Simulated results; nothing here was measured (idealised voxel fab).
You're looking at the process module voxel self aligned vias.
We display cut, a cross-section 280 nm in width whose square cells are each 5 nm.
Throughout this document, each cross-section is represented as a grid of square cells and is presented as a sequence of bands enumerated from the top downward, where a band comprises one or more rows of cells. Band: top and bottom heights (nm) first, top before bottom; then materials from left to right, widths in nm. "full width" marks a sole material filling the band edge to edge. "air" denotes empty space. We count height from 0. Below that, the starting wafer is all one material. The lowest band never ends at the bottom but goes on down; see "0 nm and below" for how that is written. It should be noted that a width expressed as "30..40" varies in equal increments from row to row of cells within the band, taking the value of the first number at the top row and that of the second number at the bottom row. The designation "no alterations made", where it is given for a processing step, indicates that no cell of the cross-section was altered in the course of that step. The label "Completely sealed voids" introduces a list of the empty spaces, 8 cells or larger, that have no open way up to the top; each entry in it reads width x height at distance, where the distance is taken from the left edge and all three are stated in nm. It should be noted that, on the line of a given step, the content following the step's settings is a remark produced by the simulator itself with respect to that step. overlay nm: on a step with a mask, how far right of its planned place the mask lay; negative means left.

## The process steps that were planned are listed below
- 1: RECEIVE | material Si
- 2: CONFORMAL_DEP | material SiO2 | thk nm 10
- 3: CONFORMAL_DEP | material SiCN | thk nm 5
- 4: DIRECTIONAL_DEP | material lowk | thk nm 25
- 5: MASKED_ETCH | tone open | mask id LINES | width nm 20 | pitch nm 50 | etch materials lowk | depth nm 25 | overlay nm 0
- 6: CONFORMAL_DEP | material TiN | thk nm 5
- 7: FILL_DEP | material Ru | thk nm 10
- 8: CMP | height nm 40
- 9: SELECTIVE_ETCH | etch materials W Ru TiN | depth nm 5
- 10: FILL_DEP | material SiN | thk nm 5
- 11: CMP | height nm 40
- 12: DIRECTIONAL_DEP | material lowk | thk nm 20
- 13: DIRECTIONAL_DEP | material aC | thk nm 15
- 14: PATTERN | tone open | mask id VIAS | material resist | width nm 30 | pitch nm 100 | thk nm 30 | overlay nm 0
- 15: DIRECTIONAL_ETCH | etch materials aC | depth nm 15
- 16: STRIP | etch materials resist
- 17: DIRECTIONAL_ETCH | etch materials lowk | depth nm 20
- 18: DIRECTIONAL_ETCH | etch materials SiN | depth nm 5
- 19: STRIP | etch materials aC
- 20: CONFORMAL_DEP | material TiN | thk nm 5
- 21: FILL_DEP | material Ru | thk nm 5
- 22: CMP | height nm 60
- 23: CONFORMAL_DEP | material SiN | thk nm 5

## Delivered wafer in cross-section: state after step 1
0 nm and below = Si full width
Completely sealed voids: none

## first wafer at the end, as planned
65 nm to 60 nm = SiN full width
60 nm to 45 nm = lowk 75; TiN 5; Ru 20; TiN 5; lowk 70; TiN 5; Ru 20; TiN 5; lowk 75
45 nm to 40 nm = lowk 75; TiN 10; Ru 10; TiN 10; lowk 70; TiN 10; Ru 10; TiN 10; lowk 75
40 nm to 35 nm = lowk 80; TiN 20; lowk 30; SiN 20; lowk 30; TiN 20; lowk 80
35 nm to 20 nm = lowk 80; TiN 5; Ru 10; TiN 5; lowk 30; TiN 5; Ru 10; TiN 5; lowk 30; TiN 5; Ru 10; TiN 5; lowk 80
20 nm to 15 nm = lowk 80; TiN 20; lowk 30; TiN 20; lowk 30; TiN 20; lowk 80
15 nm to 10 nm = SiCN full width
10 nm to 0 nm = SiO2 full width
0 nm and below = Si full width
Completely sealed voids: none

## End-of-module cross-section of the second wafer: identical starting point and process plan to the first, with one processing mistake
65 nm to 60 nm = SiN full width
60 nm to 45 nm = lowk 75; TiN 5; lowk 20; TiN 5; lowk 70; TiN 5; lowk 20; TiN 5; lowk 75
45 nm to 40 nm = lowk 75; TiN 10; lowk 10; TiN 10; lowk 70; TiN 10; lowk 10; TiN 10; lowk 75
40 nm to 35 nm = lowk 80; TiN 20; lowk 30; SiN 20; lowk 30; TiN 20; lowk 80
35 nm to 20 nm = lowk 80; TiN 5; Ru 10; TiN 5; lowk 30; TiN 5; Ru 10; TiN 5; lowk 30; TiN 5; Ru 10; TiN 5; lowk 80
20 nm to 15 nm = lowk 80; TiN 20; lowk 30; TiN 20; lowk 30; TiN 20; lowk 80
15 nm to 10 nm = SiCN full width
10 nm to 0 nm = SiO2 full width
0 nm and below = Si full width
Completely sealed voids: none
What broke from the plan during processing? step 21 did not use the planned setting and instead ran as FILL_DEP | material lowk | thk nm 5
End of process, cell counts, second wafer against first, materials with more or fewer: -28 Ru, +28 lowk
